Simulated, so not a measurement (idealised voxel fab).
Herein follows the process module entitled voxel self aligned vias.
Cross-section cut: width 175 nm, square cells of 5 nm.
Cross-section spec: square-cell grid; bands listed top down; each band is one or more rows. Look at the band entry: it leads with the top's height and the bottom's height in nm. Then it lists the materials left to right, with a width in nm for each. The word "edge to edge" on a single material says that material fills the band edge to edge. The word "air" is empty space. Height reference: 0 = level under which incoming wafer is all one material. Lowest band: no bottom, runs on downward, e.g. "0 down". Width "30 to 40": first value at the band's top row of cells, second value at its bottom row, equal change from row to row. The cross-section has no changed cell in any step marked "nothing altered". Reported under the label "closed voids" are the empty spaces having no open way to the top and comprising 8 cells or more; the notation for each is width x height at distance, in which the distance is measured from the left edge and all three values are in nm. On a step's line, text after the settings is the simulator commenting on that step. overlay nm: how far to the right of its planned place the mask lay on this masked step (negative: to the left).
Steps planned for the process:
| 1 | RECEIVE: material Si |
| 2 | CONFORMAL_DEP: material SiO2, thk nm 10 |
| 3 | CONFORMAL_DEP: material SiCN, thk nm 5 |
| 4 | DIRECTIONAL_DEP: material SiO2, thk nm 25 |
| 5 | MASKED_ETCH: tone open, mask id LINES, width nm 25, pitch nm 65, etch materials SiO2, depth nm 25, overlay nm 0 |
| 6 | CONFORMAL_DEP: material TiN, thk nm 5 |
| 7 | FILL_DEP: material Ru, thk nm 5 |
| 8 | CMP: height nm 40 |
| 9 | SELECTIVE_ETCH: etch materials W Ru TiN, depth nm 5 |
| 10 | FILL_DEP: material SiN, thk nm 5 |
| 11 | CMP: height nm 40 |
| 12 | DIRECTIONAL_DEP: material SiO2, thk nm 20 |
| 13 | DIRECTIONAL_DEP: material aC, thk nm 15 |
| 14 | PATTERN: tone open, mask id VIAS, material resist, width nm 25, thk nm 35, overlay nm 0 |
| 15 | DIRECTIONAL_ETCH: etch materials aC, depth nm 15 |
| 16 | STRIP: etch materials resist |
| 17 | DIRECTIONAL_ETCH: etch materials SiO2, depth nm 20 |
| 18 | DIRECTIONAL_ETCH: etch materials SiN, depth nm 5 |
| 19 | STRIP: etch materials aC |
| 20 | CONFORMAL_DEP: material TiN, thk nm 5 |
| 21 | FILL_DEP: material Cu, thk nm 5 |
| 22 | CMP: height nm 60 |
| 23 | CONFORMAL_DEP: material SiCN, thk nm 5 |
The plan's step 14 width nm is the first wafer's value; the wafers differ in this setting and start identical.
Received condition of the first of several wafers, sectioned: post-step 1:
	0 down: Si edge to edge
	closed voids: none
Take any row and you have a wafer at the end of the module: how many cells of each material it has gained (+) or lost (-) since it was received, and then its closed voids:
width nm 25; +12 Cu; +18 Ru; +70 SiCN; +5 SiN; +315 SiO2; +35 TiN; closed voids: none
width nm 30; +15 Cu; +18 Ru; +70 SiCN; +5 SiN; +311 SiO2; +36 TiN; closed voids: none
width nm 35; +18 Cu; +18 Ru; +70 SiCN; +5 SiN; +307 SiO2; +37 TiN; closed voids: none
width nm 40; +21 Cu; +18 Ru; +70 SiCN; +5 SiN; +303 SiO2; +38 TiN; closed voids: none
width nm 45; +24 Cu; +18 Ru; +70 SiCN; +5 SiN; +299 SiO2; +39 TiN; closed voids: none
width nm 50; +27 Cu; +18 Ru; +70 SiCN; +5 SiN; +295 SiO2; +40 TiN; closed voids: none
